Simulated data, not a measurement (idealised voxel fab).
Proc. module: voxel transistor to metal
We display cut, a cross-section 150 nm in width whose square cells are each 5 nm.
In this document a cross-section is written as a grid of square cells. It is given as a series of bands, listed from the top down, and a band is one or more rows of cells.
Within each band entry, the heights of the top and of the bottom of the band appear first, in that order and in nm; the materials of the band then follow from left to right, each with its corresponding width in nm. The designation "all across" on a single material indicates that it fills the band from edge to edge; the designation "empty" indicates empty space.
Zero point of the height axis is 0; under it, received wafer = one material. Lowest band: continues down indefinitely, "0 and below".
The two numbers in a width such as "30..40" mark its ends across the band: the first belongs to the top row of cells, the second to the bottom row, and from each row to the next the width moves by the same amount.
Where the words "same as before" appear for a step, the cross-section shows no cell changed by that step; every cell remained as before.
"Trapped void list" means: voids of 8 cells or more that are shut off from the top with no open way through. Written width x height at distance, distance from the left edge, in nm.
It should be noted that, on the line of a given step, the content following the step's settings is a remark produced by the simulator itself with respect to that step.
The "overlay nm" setting may appear on a step's line; for a step that uses a mask, it gives how far to the right of its planned position the mask lay, and a negative value indicates the left.

## Planned process steps
step 1: op RECEIVE | material Si
step 2: op CONFORMAL_DEP | material SiO2 | thk nm 5
step 3: op CONFORMAL_DEP | material SiN | thk nm 15
step 4: op MASKED_ETCH | tone cover | mask id ACTIVE | width nm 105 | etch materials SiN | depth nm 15 | overlay nm 0
step 5: op MASKED_ETCH | tone cover | mask id ACTIVE | width nm 105 | etch materials SiO2 | depth nm 5 | overlay nm 0
step 6: op MASKED_ETCH | tone cover | mask id ACTIVE | width nm 105 | etch materials Si | depth nm 30 | overlay nm 0
step 7: op FILL_DEP | material SiO2 | thk nm 10
step 8: op CMP | height nm 20
step 9: op SELECTIVE_ETCH | etch materials SiO2 | depth nm 10
step 10: op STRIP | etch materials SiN
step 11: op SELECTIVE_ETCH | etch materials SiO2 | depth nm 5
step 12: op OXIDIZE | depth nm 5
step 13: op DIRECTIONAL_DEP | material polySi | thk nm 20
step 14: op DIRECTIONAL_DEP | material SiCN | thk nm 10
step 15: op MASKED_ETCH | tone cover | mask id GATE | width nm 25 | etch materials SiCN | depth nm 20 | overlay nm 0
step 16: op MASKED_ETCH | tone cover | mask id GATE | width nm 25 | etch materials polySi | depth nm 30 | overlay nm 0
step 17: op CONFORMAL_DEP | material SiN | thk nm 5
step 18: op DIRECTIONAL_ETCH | etch materials SiN | depth nm 5
step 19: op DIRECTIONAL_ETCH | etch materials SiO2 | depth nm 5
step 20: op EPI | material nSi | thk nm 5
step 21: op FILL_DEP | material SiO2 | thk nm 10
step 22: op CMP | height nm 30
step 23: op DIRECTIONAL_DEP | material SiO2 | thk nm 10
step 24: op MASKED_ETCH | tone open | mask id CONTACT | width nm 15 | pitch nm 80 | etch materials SiO2 | depth nm 40 | overlay nm 0
step 25: op CONFORMAL_DEP | material TiN | thk nm 5
step 26: op FILL_DEP | material W | thk nm 10
step 27: op CMP | height nm 40
step 28: op CONFORMAL_DEP | material SiCN | thk nm 5
step 29: op DIRECTIONAL_DEP | material SiO2 | thk nm 15
step 30: op MASKED_ETCH | tone open | mask id METAL_1 | width nm 15 | pitch nm 80 | etch materials SiO2 | depth nm 15 | overlay nm 0
step 31: op MASKED_ETCH | tone open | mask id METAL_1 | width nm 15 | pitch nm 80 | etch materials SiCN | depth nm 5 | overlay nm 0
step 32: op CONFORMAL_DEP | material TiN | thk nm 5
step 33: op FILL_DEP | material Cu | thk nm 10
step 34: op CMP | height nm 60
step 35: op CONFORMAL_DEP | material SiCN | thk nm 5
step 36: op DIRECTIONAL_DEP | material SiO2 | thk nm 25
step 37: op MASKED_ETCH | tone open | mask id METAL_2 | width nm 15 | pitch nm 80 | etch materials SiO2 | depth nm 15 | overlay nm 0
step 38: op MASKED_ETCH | tone open | mask id METAL_2_HOLES | width nm 15 | pitch nm 80 | etch materials SiO2 | depth nm 10 | overlay nm 0
step 39: op MASKED_ETCH | tone open | mask id METAL_2_HOLES | width nm 15 | pitch nm 80 | etch materials SiCN | depth nm 5 | overlay nm 0
step 40: op CONFORMAL_DEP | material TiN | thk nm 5
step 41: op FILL_DEP | material Ru | thk nm 10
step 42: op CMP | height nm 90
step 43: op CONFORMAL_DEP | material SiN | thk nm 5

## Cross-section: wafer on arrival = after step 1
  0 and below: Si all across
  Trapped void list: none

## The following cross-section depicts the wafer upon conclusion of the module. Processing commenced from the starting condition illustrated above and adhered to the plan illustrated above, save for one mistake in execution
  95 down to 90: SiN all across
  90 down to 65: SiO2=25 / TiN=5 / Ru=5 / TiN=5 / SiO2=65 / TiN=5 / Ru=5 / TiN=5 / SiO2=30
  65 down to 60: SiCN=25 / TiN=15 / SiCN=65 / TiN=15 / SiCN=30
  60 down to 45: SiO2=25 / TiN=5 / Cu=5 / TiN=5 / SiO2=65 / TiN=5 / Cu=5 / TiN=5 / SiO2=30
  45 down to 40: SiCN=25 / TiN=15 / SiCN=65 / TiN=15 / SiCN=30
  40 down to 30: SiO2=25 / TiN=5 / W=5 / TiN=5 / SiO2=65 / TiN=5 / W=5 / TiN=5 / SiO2=30
  30 down to 20: SiO2=25 / TiN=5 / W=5 / TiN=5 / SiO2=15 / SiN=5 / SiCN=25 / SiN=5 / SiO2=15 / TiN=5 / W=5 / TiN=5 / SiO2=30
  20 down to 5: SiO2=25 / TiN=5 / W=5 / TiN=5 / SiO2=15 / SiN=5 / polySi=25 / SiN=5 / SiO2=15 / TiN=5 / W=5 / TiN=5 / SiO2=30
  5 down to 0: SiO2=15 / SiN=5 / SiO2=5 / TiN=15 / SiO2=15 / SiN=5 / polySi=25 / SiN=5 / SiO2=15 / TiN=15 / SiO2=5 / SiN=5 / SiO2=20
  0 down to -5: SiO2=20 / nSi=35 / SiO2=35 / nSi=35 / SiO2=25
  -5 down to -35: SiO2=20 / Si=105 / SiO2=25
  -35 and below: Si all across
  Trapped void list: none
What went wrong in running the wafer? step 6: run off-plan, actual operation and settings op MASKED_ETCH | tone cover | mask id ACTIVE | width nm 105 | etch materials Si | depth nm 35 | overlay nm 0
